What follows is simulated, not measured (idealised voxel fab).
Proc. module: voxel ribs on slabs
In the cross-section labelled cut, the width is 285 nm and each square cell is 5 nm.
In what follows, cross-sections appear as grids of square cells, described through bands that run from the top down, where every band is one or more rows of cells. Band entry format. Leading values: height of top, height of bottom, nm. Remainder: materials in left-to-right order, each with its width in nm. Special words: "edge to edge" on a single material, which then fills the band edge to edge; "air", empty space. Note: height 0 marks the level under which the wafer is uniformly one material as received. Lowest band unbounded below, written "0 and below". Top row gets the first number, bottom row gets the second, and each row in between changes by the same step: that is how a band width like "30 to 40" works. It should be understood that the words "no alterations made", when stated for a given step, signify that the cross-section underwent no change in any of its cells during that step. "Sealed internal cavities" - sealed voids, min. 8 cells, no opening to top; format: width x height at distance (distance from left edge; nm throughout). Step line, after settings: the simulator's comment on this step. On any step carrying a mask, the "overlay nm" setting, if present on the step's line, tells how far right of its planned place the mask lay; negative values point to the left.

[The following list gives the planned process steps]
1,RECEIVE,material Si
2,DIRECTIONAL_DEP,material SiO2,thk nm 30
3,DIRECTIONAL_DEP,material polySi,thk nm 20
4,PATTERN,tone cover,mask id RIB,material resist,width nm 15,thk nm 20,overlay nm 0
5,DIRECTIONAL_ETCH,etch materials polySi,depth nm 5
6,STRIP,etch materials resist
7,DIRECTIONAL_DEP,material aC,thk nm 10
8,PATTERN,tone cover,mask id SLAB,material resist,width nm 75,thk nm 30,overlay nm 0
9,DIRECTIONAL_ETCH,etch materials aC,depth nm 10
10,STRIP,etch materials resist
11,DIRECTIONAL_ETCH,etch materials polySi,depth nm 15
12,STRIP,etch materials aC
13,FILL_DEP,material SiO2,thk nm 25
14,CMP,height nm 65
15,DIRECTIONAL_DEP,material W,thk nm 10
16,MASKED_ETCH,tone cover,mask id HEATER,width nm 35,etch materials W,depth nm 10,overlay nm 0
17,CONFORMAL_DEP,material SiO2,thk nm 5
Split variable: width nm, step 4. Plan value = first wafer. Wafers start alike.

[Received condition of the first of several wafers, sectioned: post-step 1]
  0 and below: Si edge to edge
  Sealed internal cavities: none

[Module finished, last step 17 done: cross-section of the first of several wafers]
  80 down to 75: air: 120, then SiO2: 45, then air: 120
  75 down to 70: air: 120, then SiO2: 5, then W: 35, then SiO2: 5, then air: 120
  70 down to 65: SiO2: 125, then W: 35, then SiO2: 125
  65 down to 50: SiO2 edge to edge
  50 down to 45: SiO2: 135, then polySi: 15, then SiO2: 135
  45 down to 30: SiO2: 105, then polySi: 75, then SiO2: 105
  30 down to 0: SiO2 edge to edge
  0 and below: Si edge to edge
  Sealed internal cavities: none

[At the end of the module, the last of several wafers in cross-section]
  80 down to 75: air: 120, then SiO2: 45, then air: 120
  75 down to 70: air: 120, then SiO2: 5, then W: 35, then SiO2: 5, then air: 120
  70 down to 65: SiO2: 125, then W: 35, then SiO2: 125
  65 down to 50: SiO2 edge to edge
  50 down to 45: SiO2: 125, then polySi: 40, then SiO2: 120
  45 down to 30: SiO2: 105, then polySi: 75, then SiO2: 105
  30 down to 0: SiO2 edge to edge
  0 and below: Si edge to edge
  Sealed internal cavities: none

[Quick key for the table: a row per wafer, taken at the end of the module. For each material it tells you how many cells the wafer gained (+) or lost (-) since it came in, and the closed voids come after]
width nm 15; +754 SiO2; +14 W; +48 polySi; Sealed internal cavities: none
width nm 20; +753 SiO2; +14 W; +49 polySi; Sealed internal cavities: none
width nm 25; +752 SiO2; +14 W; +50 polySi; Sealed internal cavities: none
width nm 30; +751 SiO2; +14 W; +51 polySi; Sealed internal cavities: none
width nm 35; +750 SiO2; +14 W; +52 polySi; Sealed internal cavities: none
width nm 40; +749 SiO2; +14 W; +53 polySi; Sealed internal cavities: none
